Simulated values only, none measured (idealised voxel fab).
The process module that follows is named voxel air gaps.
Cross-section cut: width 185 nm, square cells of 5 nm.
If you're reading a cross-section in this doc, picture square cells in a grid; it comes to you as bands, top ones listed first down to the bottom, and a band can be one or more rows of cells.
Heights first: top, then bottom, in nm. Then materials, left to right, each with a width in nm. "edge to edge" on a single material: fills the band edge to edge. "empty": empty space.
Heads up on the height convention: 0 is the point under which the incoming wafer is all one material, and the lowest band has no bottom, it just keeps going down, like "0..down".
Read "30->40" as a graded width: first number on top, second number at the bottom, same change between each pair of neighbouring rows.
"changes: none" means the step left every cell of the cross-section as it was.
So "Voids lacking openings" is basically the list of trapped voids: any empty space of 8 cells or more that can't reach the top through an opening. They're written width x height at distance, the distance being from the left edge, and it's all nm.
What comes after the settings on a step's line is commentary from the simulator itself on that step.
overlay nm: for a step with a mask, the amount by which the mask lay right of where it was planned; a negative amount means left of it.

[Process steps foreseen in the plan]
| 1 | RECEIVE (material Si) |
| 2 | CONFORMAL_DEP (material SiO2; thk nm 10) |
| 3 | CONFORMAL_DEP (material SiN; thk nm 5) |
| 4 | DIRECTIONAL_DEP (material lowk; thk nm 40) |
| 5 | MASKED_ETCH (tone open; mask id LINES; width nm 20; pitch nm 50; etch materials lowk; depth nm 40; overlay nm 0) |
| 6 | CONFORMAL_DEP (material TiN; thk nm 5) |
| 7 | FILL_DEP (material Cu; thk nm 10) |
| 8 | CMP (height nm 55) |
| 9 | EPI (material Ru; thk nm 10) |
| 10 | SELECTIVE_ETCH (etch materials lowk; depth nm 50) |
| 11 | CONFORMAL_DEP (material SiCN; thk nm 5) |

[Below: the first of two wafers, run as planned]

[Here's what the wafer looked like in cross-section when it arrived - that's after step 1]
- 0..down | Si edge to edge
- Voids lacking openings: none

[Upon completion of step 2, the wafer appears in cross-section as shown]
- 10..0 | SiO2 edge to edge
- Everything below 0 is unchanged.

[Upon completion of step 3, the wafer appears in cross-section as shown]
- 15..10 | SiN edge to edge
- Everything below 10 is unchanged.

[Upon completion of step 4, the wafer appears in cross-section as shown]
- 55..15 | lowk edge to edge
- Everything below 15 is unchanged.

[Upon completion of step 5, the wafer appears in cross-section as shown]
- 55..15 | 30 of lowk  20 of empty  30 of lowk  20 of empty  30 of lowk  20 of empty  35 of lowk
- Everything below 15 is unchanged.

[Upon completion of step 6, the wafer appears in cross-section as shown]
- 60..55 | 35 of TiN  10 of empty  40 of TiN  10 of empty  40 of TiN  10 of empty  40 of TiN
- 55..20 | 30 of lowk  5 of TiN  10 of empty  5 of TiN  30 of lowk  5 of TiN  10 of empty  5 of TiN  30 of lowk  5 of TiN  10 of empty  5 of TiN  35 of lowk
- 20..15 | 30 of lowk  20 of TiN  30 of lowk  20 of TiN  30 of lowk  20 of TiN  35 of lowk
- Everything below 15 is unchanged.

[Upon completion of step 7, the wafer appears in cross-section as shown]
- 70..60 | Cu edge to edge
- 60..55 | 35 of TiN  10 of Cu  40 of TiN  10 of Cu  40 of TiN  10 of Cu  40 of TiN
- 55..20 | 30 of lowk  5 of TiN  10 of Cu  5 of TiN  30 of lowk  5 of TiN  10 of Cu  5 of TiN  30 of lowk  5 of TiN  10 of Cu  5 of TiN  35 of lowk
- Everything below 20 is unchanged.

[Upon completion of step 8, the wafer appears in cross-section as shown]
- 55..20 | 30 of lowk  5 of TiN  10 of Cu  5 of TiN  30 of lowk  5 of TiN  10 of Cu  5 of TiN  30 of lowk  5 of TiN  10 of Cu  5 of TiN  35 of lowk
- Everything below 20 is unchanged.

[Upon completion of step 9, the wafer appears in cross-section as shown]
- 65..55 | 20 of empty  40 of Ru  10 of empty  40 of Ru  10 of empty  40 of Ru  25 of empty
- Everything below 55 is unchanged.

[Upon completion of step 10, the wafer appears in cross-section as shown]
- 65..55 | 20 of empty  40 of Ru  10 of empty  40 of Ru  10 of empty  40 of Ru  25 of empty
- 55..20 | 30 of empty  5 of TiN  10 of Cu  5 of TiN  30 of empty  5 of TiN  10 of Cu  5 of TiN  30 of empty  5 of TiN  10 of Cu  5 of TiN  35 of empty
- 20..15 | 30 of empty  20 of TiN  30 of empty  20 of TiN  30 of empty  20 of TiN  35 of empty
- Everything below 15 is unchanged.

[Upon completion of step 11, the wafer appears in cross-section as shown]
- 70..65 | 15 of empty  150 of SiCN  20 of empty
- 65..55 | 15 of empty  5 of SiCN  40 of Ru  10 of SiCN  40 of Ru  10 of SiCN  40 of Ru  5 of SiCN  20 of empty
- 55..50 | 15 of empty  15 of SiCN  5 of TiN  10 of Cu  5 of TiN  30 of SiCN  5 of TiN  10 of Cu  5 of TiN  30 of SiCN  5 of TiN  10 of Cu  5 of TiN  15 of SiCN  20 of empty
- 50..20 | 25 of empty  5 of SiCN  5 of TiN  10 of Cu  5 of TiN  5 of SiCN  20 of empty  5 of SiCN  5 of TiN  10 of Cu  5 of TiN  5 of SiCN  20 of empty  5 of SiCN  5 of TiN  10 of Cu  5 of TiN  5 of SiCN  30 of empty
- 20..15 | 30 of SiCN  20 of TiN  30 of SiCN  20 of TiN  30 of SiCN  20 of TiN  35 of SiCN
- Everything below 15 is unchanged.
- Voids lacking openings: 20 x 30 at 55; 20 x 30 at 105

[The Second Wafer: Common Origin and Plan, One Mistake in Execution, Identical to the First Through Step 4]

[Cross-section, second wafer, at the end time the plan gives for step 5]
- 55..15 | 40 of lowk  20 of empty  30 of lowk  20 of empty  30 of lowk  20 of empty  25 of lowk
- Everything below 15 is unchanged.

[Cross-section, second wafer, at the end time the plan gives for step 6]
- 60..55 | 45 of TiN  10 of empty  40 of TiN  10 of empty  40 of TiN  10 of empty  30 of TiN
- 55..20 | 40 of lowk  5 of TiN  10 of empty  5 of TiN  30 of lowk  5 of TiN  10 of empty  5 of TiN  30 of lowk  5 of TiN  10 of empty  5 of TiN  25 of lowk
- 20..15 | 40 of lowk  20 of TiN  30 of lowk  20 of TiN  30 of lowk  20 of TiN  25 of lowk
- Everything below 15 is unchanged.

[Cross-section, second wafer, at the end time the plan gives for step 7]
- 70..60 | Cu edge to edge
- 60..55 | 45 of TiN  10 of Cu  40 of TiN  10 of Cu  40 of TiN  10 of Cu  30 of TiN
- 55..20 | 40 of lowk  5 of TiN  10 of Cu  5 of TiN  30 of lowk  5 of TiN  10 of Cu  5 of TiN  30 of lowk  5 of TiN  10 of Cu  5 of TiN  25 of lowk
- Everything below 20 is unchanged.

[Cross-section, second wafer, at the end time the plan gives for step 8]
- 55..20 | 40 of lowk  5 of TiN  10 of Cu  5 of TiN  30 of lowk  5 of TiN  10 of Cu  5 of TiN  30 of lowk  5 of TiN  10 of Cu  5 of TiN  25 of lowk
- Everything below 20 is unchanged.

[Cross-section, second wafer, at the end time the plan gives for step 9]
- 65..55 | 30 of empty  40 of Ru  10 of empty  40 of Ru  10 of empty  40 of Ru  15 of empty
- Everything below 55 is unchanged.

[Cross-section, second wafer, at the end time the plan gives for step 10]
- 65..55 | 30 of empty  40 of Ru  10 of empty  40 of Ru  10 of empty  40 of Ru  15 of empty
- 55..20 | 40 of empty  5 of TiN  10 of Cu  5 of TiN  30 of empty  5 of TiN  10 of Cu  5 of TiN  30 of empty  5 of TiN  10 of Cu  5 of TiN  25 of empty
- 20..15 | 40 of empty  20 of TiN  30 of empty  20 of TiN  30 of empty  20 of TiN  25 of empty
- Everything below 15 is unchanged.

[Cross-section, second wafer, at the end time the plan gives for step 11]
- 70..65 | 25 of empty  150 of SiCN  10 of empty
- 65..55 | 25 of empty  5 of SiCN  40 of Ru  10 of SiCN  40 of Ru  10 of SiCN  40 of Ru  5 of SiCN  10 of empty
- 55..50 | 25 of empty  15 of SiCN  5 of TiN  10 of Cu  5 of TiN  30 of SiCN  5 of TiN  10 of Cu  5 of TiN  30 of SiCN  5 of TiN  10 of Cu  5 of TiN  15 of SiCN  10 of empty
- 50..20 | 35 of empty  5 of SiCN  5 of TiN  10 of Cu  5 of TiN  5 of SiCN  20 of empty  5 of SiCN  5 of TiN  10 of Cu  5 of TiN  5 of SiCN  20 of empty  5 of SiCN  5 of TiN  10 of Cu  5 of TiN  5 of SiCN  20 of empty
- 20..15 | 40 of SiCN  20 of TiN  30 of SiCN  20 of TiN  30 of SiCN  20 of TiN  25 of SiCN
- Everything below 15 is unchanged.
- Voids lacking openings: 20 x 30 at 65; 20 x 30 at 115
The plan and the run diverged here: off-plan run, step 5, actual operation and settings MASKED_ETCH (tone open; mask id LINES; width nm 20; pitch nm 50; etch materials lowk; depth nm 40; overlay nm 10)
Comparing end states, the material composition by cell count is preserved from the first wafer to the second, while the locations of the cells are not.
